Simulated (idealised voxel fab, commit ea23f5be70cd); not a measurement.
Module name: voxel ribs on slabs (process module)
The cross-section on display is named cut; it measures 245 nm wide, and its cells are 5 nm squares.
In this document a cross-section is written as a grid of square cells. It is given as a series of bands, listed from the top down, and a band is one or more rows of cells.
Each band's line starts with the height of the band's top and of its bottom, in nm. Then come its materials from left to right, each with its width in nm. One material with "everywhere" fills the band from edge to edge. "empty" is empty space.
Height datum 0, below which the as-received substrate wafer is one material. Lowest band open at the bottom, running downward: "0 and below".
A width given as "30..40" starts at the first number in the band's top row and ends at the second number in its bottom row, shifting by an equal amount at every step from row to row.
Step marked "no modifications"? Then no cell in the cross-section changed in it.
"Voids, enclosed" means: voids of 8 cells or more that are shut off from the top with no open way through. Written width x height at distance, distance from the left edge, in nm.
Anything after a step's settings on that line? It's the simulator's own note about the step.
overlay nm, on a step with a mask: how far to the right of its planned place the mask lay; to the left if negative
### List of planned process steps
1) RECEIVE with material Si
2) DIRECTIONAL_DEP with material SiO2, thk nm 20
3) DIRECTIONAL_DEP with material SiN, thk nm 20
4) MASKED_ETCH with tone cover, mask id RIB, width nm 15, etch materials SiN, depth nm 10, overlay nm 0
5) MASKED_ETCH with tone cover, mask id SLAB, width nm 45, etch materials SiN, depth nm 10, overlay nm 0
6) FILL_DEP with material SiO2, thk nm 25
7) CMP with height nm 55
8) DIRECTIONAL_DEP with material W, thk nm 10
9) DIRECTIONAL_DEP with material aC, thk nm 15
10) PATTERN with tone cover, mask id HEATER, material resist, width nm 25, thk nm 30, overlay nm 0
11) DIRECTIONAL_ETCH with etch materials aC, depth nm 15
12) STRIP with etch materials resist
13) DIRECTIONAL_ETCH with etch materials W, depth nm 10
14) STRIP with etch materials aC
15) CONFORMAL_DEP with material SiO2, thk nm 5
### The first of the two wafers, which ran as planned
### Shown in cross-section is the wafer as received, that is, as it stands after step 1
- 0 and below = Si everywhere
- Voids, enclosed: none
### You're looking at a cross-section of the wafer after step 2
- 20 down to 0 = SiO2 everywhere
- Note: structure below 0 unchanged.
### You're looking at a cross-section of the wafer after step 3
- 40 down to 20 = SiN everywhere
- Note: structure below 20 unchanged.
### You're looking at a cross-section of the wafer after step 4
- 40 down to 30 = empty=115 | SiN=15 | empty=115
- Note: structure below 30 unchanged.
### You're looking at a cross-section of the wafer after step 5
- 40 down to 30 = empty=115 | SiN=15 | empty=115
- 30 down to 20 = empty=100 | SiN=45 | empty=100
- Note: structure below 20 unchanged.
### You're looking at a cross-section of the wafer after step 6
- 65 down to 40 = SiO2 everywhere
- 40 down to 30 = SiO2=115 | SiN=15 | SiO2=115
- 30 down to 20 = SiO2=100 | SiN=45 | SiO2=100
- Note: structure below 20 unchanged.
### You're looking at a cross-section of the wafer after step 7
- 55 down to 40 = SiO2 everywhere
- Note: structure below 40 unchanged.
### You're looking at a cross-section of the wafer after step 8
- 65 down to 55 = W everywhere
- Note: structure below 55 unchanged.
### You're looking at a cross-section of the wafer after step 9
- 80 down to 65 = aC everywhere
- Note: structure below 65 unchanged.
### You're looking at a cross-section of the wafer after step 10
- 110 down to 80 = empty=110 | resist=25 | empty=110
- Note: structure below 80 unchanged.
### You're looking at a cross-section of the wafer after step 11
- 95 down to 80 = empty=110 | resist=25 | empty=110
- 80 down to 65 = empty=110 | aC=25 | empty=110
- Note: structure below 65 unchanged.
### You're looking at a cross-section of the wafer after step 12
- 80 down to 65 = empty=110 | aC=25 | empty=110
- Note: structure below 65 unchanged.
### You're looking at a cross-section of the wafer after step 13
- 80 down to 65 = empty=110 | aC=25 | empty=110
- 65 down to 55 = empty=110 | W=25 | empty=110
- Note: structure below 55 unchanged.
### You're looking at a cross-section of the wafer after step 14
- 65 down to 55 = empty=110 | W=25 | empty=110
- Note: structure below 55 unchanged.
### You're looking at a cross-section of the wafer after step 15
- 70 down to 65 = empty=105 | SiO2=35 | empty=105
- 65 down to 60 = empty=105 | SiO2=5 | W=25 | SiO2=5 | empty=105
- 60 down to 55 = SiO2=110 | W=25 | SiO2=110
- Note: structure below 55 unchanged.
### Second wafer - shared start and plan with the first - one error in running - same as the first up to step 1 inclusive
### Cross-section of the second wafer at the time step 2 of the plan should have ended
- 20 down to 0 = SiN everywhere
- Note: structure below 0 unchanged.
### Cross-section of the second wafer at the time step 3 of the plan should have ended
- 40 down to 20 = SiO2 everywhere
- Note: structure below 20 unchanged.
Cross-section of the second wafer at the time step 4 of the plan should have ended: no modifications
Cross-section of the second wafer at the time step 5 of the plan should have ended: no modifications
### Cross-section of the second wafer at the time step 6 of the plan should have ended
- 65 down to 20 = SiO2 everywhere
- Note: structure below 20 unchanged.
### Cross-section of the second wafer at the time step 7 of the plan should have ended
- 55 down to 20 = SiO2 everywhere
- Note: structure below 20 unchanged.
### Cross-section of the second wafer at the time step 8 of the plan should have ended
- 65 down to 55 = W everywhere
- Note: structure below 55 unchanged.
### Cross-section of the second wafer at the time step 9 of the plan should have ended
- 80 down to 65 = aC everywhere
- Note: structure below 65 unchanged.
### Cross-section of the second wafer at the time step 10 of the plan should have ended
- 110 down to 80 = empty=110 | resist=25 | empty=110
- Note: structure below 80 unchanged.
### Cross-section of the second wafer at the time step 11 of the plan should have ended
- 95 down to 80 = empty=110 | resist=25 | empty=110
- 80 down to 65 = empty=110 | aC=25 | empty=110
- Note: structure below 65 unchanged.
### Cross-section of the second wafer at the time step 12 of the plan should have ended
- 80 down to 65 = empty=110 | aC=25 | empty=110
- Note: structure below 65 unchanged.
### Cross-section of the second wafer at the time step 13 of the plan should have ended
- 80 down to 65 = empty=110 | aC=25 | empty=110
- 65 down to 55 = empty=110 | W=25 | empty=110
- Note: structure below 55 unchanged.
### Cross-section of the second wafer at the time step 14 of the plan should have ended
- 65 down to 55 = empty=110 | W=25 | empty=110
- Note: structure below 55 unchanged.
### Cross-section of the second wafer at the time step 15 of the plan should have ended
- 70 down to 65 = empty=105 | SiO2=35 | empty=105
- 65 down to 60 = empty=105 | SiO2=5 | W=25 | SiO2=5 | empty=105
- 60 down to 55 = SiO2=110 | W=25 | SiO2=110
- Note: structure below 55 unchanged.
So what did we get wrong on this run? step 2 ran in the slot meant for step 3, and vice versa
Final tally in cells, some materials are higher or lower on the second wafer than on the first: SiN +172, SiO2 -172
